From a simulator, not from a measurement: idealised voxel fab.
The process module presented herein is designated voxel quadruple lines.
It is cross-section cut that appears here, measuring 245 nm in width, its square cells being 5 nm in size.
Cross-section spec: square-cell grid; bands listed top down; each band is one or more rows. The band entry comprises the height of the band's top followed by the height of its bottom, expressed in nm, and subsequently the band's materials from left to right, each stated together with its width in nm. Where a single material is marked with the word "full width", that material fills the band from edge to edge. The word "blank" represents empty space. Heights are measured from 0, the level below which the as-received wafer is all one material; the lowest band has no bottom and continues downward, written as in "from 0 down". You'd read "30..40" like this: the band's top row of cells is as wide as the first number, its bottom row is as wide as the second, and going down, every row changes width by the same amount as the row before did. "no change occurred" for a step: no cell of the cross-section changed in that step. Empty spaces without an open route to the top, at least 8 cells in extent, make up the entry "Closed void table"; each is given as width x height at distance, where the distance is measured from the left edge, and all are in nm. Note: text after step settings on the step line = simulator remark on that step. overlay nm: on a step with a mask, how far right of its planned place the mask lay; negative means left.

### This section lists the process steps that were planned
1,RECEIVE, material Si
2,CONFORMAL_DEP, material Al2O3, thk nm 5
3,DIRECTIONAL_DEP, material Ru, thk nm 10
4,DIRECTIONAL_DEP, material polySi, thk nm 15
5,DIRECTIONAL_DEP, material aC, thk nm 25
6,PATTERN, tone cover, mask id MANDREL, material resist, width nm 35, pitch nm 100, thk nm 30, overlay nm 0
7,DIRECTIONAL_ETCH, etch materials aC, depth nm 25
8,STRIP, etch materials resist
9,CONFORMAL_DEP, material SiO2, thk nm 15
10,DIRECTIONAL_ETCH, etch materials SiO2, depth nm 15
11,STRIP, etch materials aC
12,DIRECTIONAL_ETCH, etch materials polySi, depth nm 15
13,STRIP, etch materials SiO2
14,CONFORMAL_DEP, material SiN, thk nm 10
15,DIRECTIONAL_ETCH, etch materials SiN, depth nm 10
16,STRIP, etch materials polySi
17,DIRECTIONAL_ETCH, etch materials Ru, depth nm 10
18,STRIP, etch materials SiN
19,FILL_DEP, material SiO2, thk nm 5
20,CMP, height nm 15

### Below: the first of two wafers, run as planned

### As-received state of the wafer in cross-section, equivalent to post-step 1
from 0 down = Si full width
Closed void table: none

### Step 2 complete: cross-section through the wafer
from 5 to 0 = Al2O3 full width
Anything lower than 0 is untouched.

### Step 3 complete: cross-section through the wafer
from 15 to 5 = Ru full width
Anything lower than 5 is untouched.

### Step 4 complete: cross-section through the wafer
from 30 to 15 = polySi full width
Anything lower than 15 is untouched.

### Step 5 complete: cross-section through the wafer
from 55 to 30 = aC full width
Anything lower than 30 is untouched.

### Step 6 complete: cross-section through the wafer
from 85 to 55 = 55 nm blank; 35 nm resist; 65 nm blank; 35 nm resist; 55 nm blank
Anything lower than 55 is untouched.

### Step 7 complete: cross-section through the wafer
from 60 to 55 = 55 nm blank; 35 nm resist; 65 nm blank; 35 nm resist; 55 nm blank
from 55 to 30 = 55 nm blank; 35 nm aC; 65 nm blank; 35 nm aC; 55 nm blank
Anything lower than 30 is untouched.

### Step 8 complete: cross-section through the wafer
from 55 to 30 = 55 nm blank; 35 nm aC; 65 nm blank; 35 nm aC; 55 nm blank
Anything lower than 30 is untouched.

### Step 9 complete: cross-section through the wafer
from 70 to 55 = 40 nm blank; 65 nm SiO2; 35 nm blank; 65 nm SiO2; 40 nm blank
from 55 to 45 = 40 nm blank; 15 nm SiO2; 35 nm aC; 15 nm SiO2; 35 nm blank; 15 nm SiO2; 35 nm aC; 15 nm SiO2; 40 nm blank
from 45 to 30 = 55 nm SiO2; 35 nm aC; 65 nm SiO2; 35 nm aC; 55 nm SiO2
Anything lower than 30 is untouched.

### Step 10 complete: cross-section through the wafer
from 55 to 30 = 40 nm blank; 15 nm SiO2; 35 nm aC; 15 nm SiO2; 35 nm blank; 15 nm SiO2; 35 nm aC; 15 nm SiO2; 40 nm blank
Anything lower than 30 is untouched.

### Step 11 complete: cross-section through the wafer
from 55 to 30 = 40 nm blank; 15 nm SiO2; 35 nm blank; 15 nm SiO2; 35 nm blank; 15 nm SiO2; 35 nm blank; 15 nm SiO2; 40 nm blank
Anything lower than 30 is untouched.

### Step 12 complete: cross-section through the wafer
from 55 to 30 = 40 nm blank; 15 nm SiO2; 35 nm blank; 15 nm SiO2; 35 nm blank; 15 nm SiO2; 35 nm blank; 15 nm SiO2; 40 nm blank
from 30 to 15 = 40 nm blank; 15 nm polySi; 35 nm blank; 15 nm polySi; 35 nm blank; 15 nm polySi; 35 nm blank; 15 nm polySi; 40 nm blank
Anything lower than 15 is untouched.

### Step 13 complete: cross-section through the wafer
from 30 to 15 = 40 nm blank; 15 nm polySi; 35 nm blank; 15 nm polySi; 35 nm blank; 15 nm polySi; 35 nm blank; 15 nm polySi; 40 nm blank
Anything lower than 15 is untouched.

### Step 14 complete: cross-section through the wafer
from 40 to 30 = 30 nm blank; 35 nm SiN; 15 nm blank; 35 nm SiN; 15 nm blank; 35 nm SiN; 15 nm blank; 35 nm SiN; 30 nm blank
from 30 to 25 = 30 nm blank; 10 nm SiN; 15 nm polySi; 10 nm SiN; 15 nm blank; 10 nm SiN; 15 nm polySi; 10 nm SiN; 15 nm blank; 10 nm SiN; 15 nm polySi; 10 nm SiN; 15 nm blank; 10 nm SiN; 15 nm polySi; 10 nm SiN; 30 nm blank
from 25 to 15 = 40 nm SiN; 15 nm polySi; 35 nm SiN; 15 nm polySi; 35 nm SiN; 15 nm polySi; 35 nm SiN; 15 nm polySi; 40 nm SiN
Anything lower than 15 is untouched.

### Step 15 complete: cross-section through the wafer
from 30 to 15 = 30 nm blank; 10 nm SiN; 15 nm polySi; 10 nm SiN; 15 nm blank; 10 nm SiN; 15 nm polySi; 10 nm SiN; 15 nm blank; 10 nm SiN; 15 nm polySi; 10 nm SiN; 15 nm blank; 10 nm SiN; 15 nm polySi; 10 nm SiN; 30 nm blank
Anything lower than 15 is untouched.

### Step 16 complete: cross-section through the wafer
from 30 to 15 = 30 nm blank; 10 nm SiN; 15 nm blank; 10 nm SiN; 15 nm blank; 10 nm SiN; 15 nm blank; 10 nm SiN; 15 nm blank; 10 nm SiN; 15 nm blank; 10 nm SiN; 15 nm blank; 10 nm SiN; 15 nm blank; 10 nm SiN; 30 nm blank
Anything lower than 15 is untouched.

### Step 17 complete: cross-section through the wafer
from 30 to 15 = 30 nm blank; 10 nm SiN; 15 nm blank; 10 nm SiN; 15 nm blank; 10 nm SiN; 15 nm blank; 10 nm SiN; 15 nm blank; 10 nm SiN; 15 nm blank; 10 nm SiN; 15 nm blank; 10 nm SiN; 15 nm blank; 10 nm SiN; 30 nm blank
from 15 to 5 = 30 nm blank; 10 nm Ru; 15 nm blank; 10 nm Ru; 15 nm blank; 10 nm Ru; 15 nm blank; 10 nm Ru; 15 nm blank; 10 nm Ru; 15 nm blank; 10 nm Ru; 15 nm blank; 10 nm Ru; 15 nm blank; 10 nm Ru; 30 nm blank
Anything lower than 5 is untouched.

### Step 18 complete: cross-section through the wafer
from 15 to 5 = 30 nm blank; 10 nm Ru; 15 nm blank; 10 nm Ru; 15 nm blank; 10 nm Ru; 15 nm blank; 10 nm Ru; 15 nm blank; 10 nm Ru; 15 nm blank; 10 nm Ru; 15 nm blank; 10 nm Ru; 15 nm blank; 10 nm Ru; 30 nm blank
Anything lower than 5 is untouched.

### Step 19 complete: cross-section through the wafer
from 20 to 15 = SiO2 full width
from 15 to 5 = 30 nm SiO2; 10 nm Ru; 15 nm SiO2; 10 nm Ru; 15 nm SiO2; 10 nm Ru; 15 nm SiO2; 10 nm Ru; 15 nm SiO2; 10 nm Ru; 15 nm SiO2; 10 nm Ru; 15 nm SiO2; 10 nm Ru; 15 nm SiO2; 10 nm Ru; 30 nm SiO2
Anything lower than 5 is untouched.

### Step 20 complete: cross-section through the wafer
from 15 to 5 = 30 nm SiO2; 10 nm Ru; 15 nm SiO2; 10 nm Ru; 15 nm SiO2; 10 nm Ru; 15 nm SiO2; 10 nm Ru; 15 nm SiO2; 10 nm Ru; 15 nm SiO2; 10 nm Ru; 15 nm SiO2; 10 nm Ru; 15 nm SiO2; 10 nm Ru; 30 nm SiO2
Anything lower than 5 is untouched.

### second wafer: like start, like plan, one mistake. Through step 8 it matches the first wafer

### Second wafer, cut view, end of step 9 per plan
from 65 to 55 = 45 nm blank; 55 nm SiO2; 45 nm blank; 55 nm SiO2; 45 nm blank
from 55 to 40 = 45 nm blank; 10 nm SiO2; 35 nm aC; 10 nm SiO2; 45 nm blank; 10 nm SiO2; 35 nm aC; 10 nm SiO2; 45 nm blank
from 40 to 30 = 55 nm SiO2; 35 nm aC; 65 nm SiO2; 35 nm aC; 55 nm SiO2
Anything lower than 30 is untouched.

### Second wafer, cut view, end of step 10 per plan
from 55 to 50 = 55 nm blank; 35 nm aC; 65 nm blank; 35 nm aC; 55 nm blank
from 50 to 30 = 45 nm blank; 10 nm SiO2; 35 nm aC; 10 nm SiO2; 45 nm blank; 10 nm SiO2; 35 nm aC; 10 nm SiO2; 45 nm blank
Anything lower than 30 is untouched.

### Second wafer, cut view, end of step 11 per plan
from 50 to 30 = 45 nm blank; 10 nm SiO2; 35 nm blank; 10 nm SiO2; 45 nm blank; 10 nm SiO2; 35 nm blank; 10 nm SiO2; 45 nm blank
Anything lower than 30 is untouched.

### Second wafer, cut view, end of step 12 per plan
from 50 to 30 = 45 nm blank; 10 nm SiO2; 35 nm blank; 10 nm SiO2; 45 nm blank; 10 nm SiO2; 35 nm blank; 10 nm SiO2; 45 nm blank
from 30 to 15 = 45 nm blank; 10 nm polySi; 35 nm blank; 10 nm polySi; 45 nm blank; 10 nm polySi; 35 nm blank; 10 nm polySi; 45 nm blank
Anything lower than 15 is untouched.

### Second wafer, cut view, end of step 13 per plan
from 30 to 15 = 45 nm blank; 10 nm polySi; 35 nm blank; 10 nm polySi; 45 nm blank; 10 nm polySi; 35 nm blank; 10 nm polySi; 45 nm blank
Anything lower than 15 is untouched.

### Second wafer, cut view, end of step 14 per plan
from 40 to 30 = 35 nm blank; 30 nm SiN; 15 nm blank; 30 nm SiN; 25 nm blank; 30 nm SiN; 15 nm blank; 30 nm SiN; 35 nm blank
from 30 to 25 = 35 nm blank; 10 nm SiN; 10 nm polySi; 10 nm SiN; 15 nm blank; 10 nm SiN; 10 nm polySi; 10 nm SiN; 25 nm blank; 10 nm SiN; 10 nm polySi; 10 nm SiN; 15 nm blank; 10 nm SiN; 10 nm polySi; 10 nm SiN; 35 nm blank
from 25 to 15 = 45 nm SiN; 10 nm polySi; 35 nm SiN; 10 nm polySi; 45 nm SiN; 10 nm polySi; 35 nm SiN; 10 nm polySi; 45 nm SiN
Anything lower than 15 is untouched.

### Second wafer, cut view, end of step 15 per plan
from 30 to 15 = 35 nm blank; 10 nm SiN; 10 nm polySi; 10 nm SiN; 15 nm blank; 10 nm SiN; 10 nm polySi; 10 nm SiN; 25 nm blank; 10 nm SiN; 10 nm polySi; 10 nm SiN; 15 nm blank; 10 nm SiN; 10 nm polySi; 10 nm SiN; 35 nm blank
Anything lower than 15 is untouched.

### Second wafer, cut view, end of step 16 per plan
from 30 to 15 = 35 nm blank; 10 nm SiN; 10 nm blank; 10 nm SiN; 15 nm blank; 10 nm SiN; 10 nm blank; 10 nm SiN; 25 nm blank; 10 nm SiN; 10 nm blank; 10 nm SiN; 15 nm blank; 10 nm SiN; 10 nm blank; 10 nm SiN; 35 nm blank
Anything lower than 15 is untouched.

### Second wafer, cut view, end of step 17 per plan
from 30 to 15 = 35 nm blank; 10 nm SiN; 10 nm blank; 10 nm SiN; 15 nm blank; 10 nm SiN; 10 nm blank; 10 nm SiN; 25 nm blank; 10 nm SiN; 10 nm blank; 10 nm SiN; 15 nm blank; 10 nm SiN; 10 nm blank; 10 nm SiN; 35 nm blank
from 15 to 5 = 35 nm blank; 10 nm Ru; 10 nm blank; 10 nm Ru; 15 nm blank; 10 nm Ru; 10 nm blank; 10 nm Ru; 25 nm blank; 10 nm Ru; 10 nm blank; 10 nm Ru; 15 nm blank; 10 nm Ru; 10 nm blank; 10 nm Ru; 35 nm blank
Anything lower than 5 is untouched.

### Second wafer, cut view, end of step 18 per plan
from 15 to 5 = 35 nm blank; 10 nm Ru; 10 nm blank; 10 nm Ru; 15 nm blank; 10 nm Ru; 10 nm blank; 10 nm Ru; 25 nm blank; 10 nm Ru; 10 nm blank; 10 nm Ru; 15 nm blank; 10 nm Ru; 10 nm blank; 10 nm Ru; 35 nm blank
Anything lower than 5 is untouched.

### Second wafer, cut view, end of step 19 per plan
from 20 to 15 = SiO2 full width
from 15 to 5 = 35 nm SiO2; 10 nm Ru; 10 nm SiO2; 10 nm Ru; 15 nm SiO2; 10 nm Ru; 10 nm SiO2; 10 nm Ru; 25 nm SiO2; 10 nm Ru; 10 nm SiO2; 10 nm Ru; 15 nm SiO2; 10 nm Ru; 10 nm SiO2; 10 nm Ru; 35 nm SiO2
Anything lower than 5 is untouched.

### Second wafer, cut view, end of step 20 per plan
from 15 to 5 = 35 nm SiO2; 10 nm Ru; 10 nm SiO2; 10 nm Ru; 15 nm SiO2; 10 nm Ru; 10 nm SiO2; 10 nm Ru; 25 nm SiO2; 10 nm Ru; 10 nm SiO2; 10 nm Ru; 15 nm SiO2; 10 nm Ru; 10 nm SiO2; 10 nm Ru; 35 nm SiO2
Anything lower than 5 is untouched.
So what did we get wrong on this run? in deviation from the planned setting, step 9 was conducted as CONFORMAL_DEP, material SiO2, thk nm 10
Cell counts per material: same on both final wafers. Positions: different.
